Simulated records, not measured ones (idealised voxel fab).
Documented hereafter: the process module known as voxel ribs on slabs.
Cross-section cut spans 250 nm and uses square cells 5 nm in size.
In this document a cross-section is written as a grid of square cells. It is given as a series of bands, listed from the top down, and a band is one or more rows of cells. Heights first: top, then bottom, in nm. Then materials, left to right, each with a width in nm. "everywhere" on a single material: fills the band edge to edge. "blank": empty space. Measure heights from 0. That's the level where, below it, the as-received wafer is all one material. The lowest band is bottomless and extends downward; write it as in "z 0 and below". The two numbers in a width such as "30..40" mark its ends across the band: the first belongs to the top row of cells, the second to the bottom row, and from each row to the next the width moves by the same amount. The designation "no modification", where it is given for a processing step, indicates that no cell of the cross-section was altered in the course of that step. "Enclosed void listing": sealed empty spaces, 8 cells or more, no open way to top, listed width x height at distance, with distance from the left edge and width, height and distance in nm. Anything after a step's settings on that line? It's the simulator's own note about the step. overlay nm: mask right of planned place by this much (step with mask). Neg. = left.
The steps planned for the process are as follows
1) RECEIVE (material Si)
2) DIRECTIONAL_DEP (material SiO2; thk nm 25)
3) DIRECTIONAL_DEP (material SiN; thk nm 25)
4) MASKED_ETCH (tone cover; mask id RIB; width nm 15; etch materials SiN; depth nm 20; overlay nm 0)
5) DIRECTIONAL_DEP (material aC; thk nm 10)
6) PATTERN (tone cover; mask id SLAB; material resist; width nm 55; thk nm 25; overlay nm 0)
7) DIRECTIONAL_ETCH (etch materials aC; depth nm 10)
8) STRIP (etch materials resist)
9) DIRECTIONAL_ETCH (etch materials SiN; depth nm 5)
10) STRIP (etch materials aC)
11) FILL_DEP (material SiO2; thk nm 25)
12) CMP (height nm 65)
13) DIRECTIONAL_DEP (material TiN; thk nm 10)
14) MASKED_ETCH (tone cover; mask id HEATER; width nm 25; etch materials TiN; depth nm 10; overlay nm 0)
15) CONFORMAL_DEP (material SiN; thk nm 5)
Cross-section: wafer on arrival = after step 1
	z 0 and below: Si everywhere
	Enclosed void listing: none
Same starting wafer, same plan as above, one mistake in the execution; this is the cross-section at the end of the module
	z 75 to 65: 110 of blank, 25 of TiN, 115 of blank
	z 65 to 50: SiO2 everywhere
	z 50 to 30: 115 of SiO2, 15 of SiN, 120 of SiO2
	z 30 to 25: 95 of SiO2, 55 of SiN, 100 of SiO2
	z 25 to 0: SiO2 everywhere
	z 0 and below: Si everywhere
	Enclosed void listing: none
So what did we get wrong on this run? step 15 was left out
